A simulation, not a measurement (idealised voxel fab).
The following is a process module called voxel gate over fins.
The width of the displayed cross-section, cut, is 190 nm; its cells are square, with a size of 5 nm.
Reading order for cross-sections: top band down to bottom band. Underlying form: a grid of square cells. Band size: one or more rows of cells.
Basically the band line says how high the top is and how high the bottom is, in nm, and then what's in it from left to right, every material with its width in nm. Empty space shows up as "air", and if a single material carries "full width" it runs the full band edge to edge.
Measure heights from 0. That's the level where, below it, the as-received wafer is all one material. The lowest band is bottomless and extends downward; write it as in "0 down".
Top row gets the first number, bottom row gets the second, and each row in between changes by the same step: that is how a band width like "30->40" works.
Basically "nothing changed" means that step didn't change any cell in the cross-section.
Under "Enclosed cavities" you'll find the enclosed gaps, the ones with no way out to the top, that are 8 cells or bigger; each reads width x height at distance, with distance counted from the left edge, everything in nm.
Formally, on a step line, whatever follows the settings is a remark that the simulator itself makes on the step.
"overlay nm" answers the question of how far to the right of plan the mask lay on a step that has a mask, and when it is negative the answer is to the left.

-- The following list gives the planned process steps
1: RECEIVE | material Si
2: CONFORMAL_DEP | material SiN | thk nm 10
3: MASKED_ETCH | tone cover | mask id FINS | width nm 15 | pitch nm 50 | etch materials SiN | depth nm 10 | overlay nm 0
4: MASKED_ETCH | tone cover | mask id FINS | width nm 15 | pitch nm 50 | etch materials Si | depth nm 35 | overlay nm 0
5: OXIDIZE | depth nm 5
6: FILL_DEP | material SiO2 | thk nm 15
7: CMP | height nm 10
8: PATTERN | tone open | mask id RAIL | material resist | width nm 15 | thk nm 15 | overlay nm 0
9: DIRECTIONAL_ETCH | etch materials SiO2 | depth nm 40
10: STRIP | etch materials resist
11: CONFORMAL_DEP | material TiN | thk nm 5
12: FILL_DEP | material Ru | thk nm 10
13: CMP | height nm 10
14: SELECTIVE_ETCH | etch materials W Ru TiN | depth nm 30
15: FILL_DEP | material SiO2 | thk nm 5
16: CMP | height nm 10
17: SELECTIVE_ETCH | etch materials SiO2 | depth nm 25
18: STRIP | etch materials SiN
19: CONFORMAL_DEP | material HfO2 | thk nm 5
20: CONFORMAL_DEP | material TiN | thk nm 5
21: CONFORMAL_DEP | material TiAl | thk nm 5
22: CONFORMAL_DEP | material TiN | thk nm 5
23: FILL_DEP | material W | thk nm 10
24: CMP | height nm 25
25: CONFORMAL_DEP | material SiN | thk nm 5
The plan shows the thk nm of step 25 as the first wafer had it; this setting differs between the wafers, which start out alike.

-- Sectional view: first of several wafers, as received, after step 1
  0 down: Si full width
  Enclosed cavities: none

-- Note: the following table is arranged by wafer, a row apiece. Each row reports the end-of-module state: per material, cells gained (+) or cells lost (-) compared with the wafer as received; closed voids follow
thk nm 5, +50 HfO2, +1 Ru, -288 Si, +38 SiN, +174 SiO2, +50 TiAl, +105 TiN, +98 W, Enclosed cavities: none
thk nm 10, +50 HfO2, +1 Ru, -288 Si, +76 SiN, +174 SiO2, +50 TiAl, +105 TiN, +98 W, Enclosed cavities: none
thk nm 15, +50 HfO2, +1 Ru, -288 Si, +114 SiN, +174 SiO2, +50 TiAl, +105 TiN, +98 W, Enclosed cavities: none
thk nm 20, +50 HfO2, +1 Ru, -288 Si, +152 SiN, +174 SiO2, +50 TiAl, +105 TiN, +98 W, Enclosed cavities: none
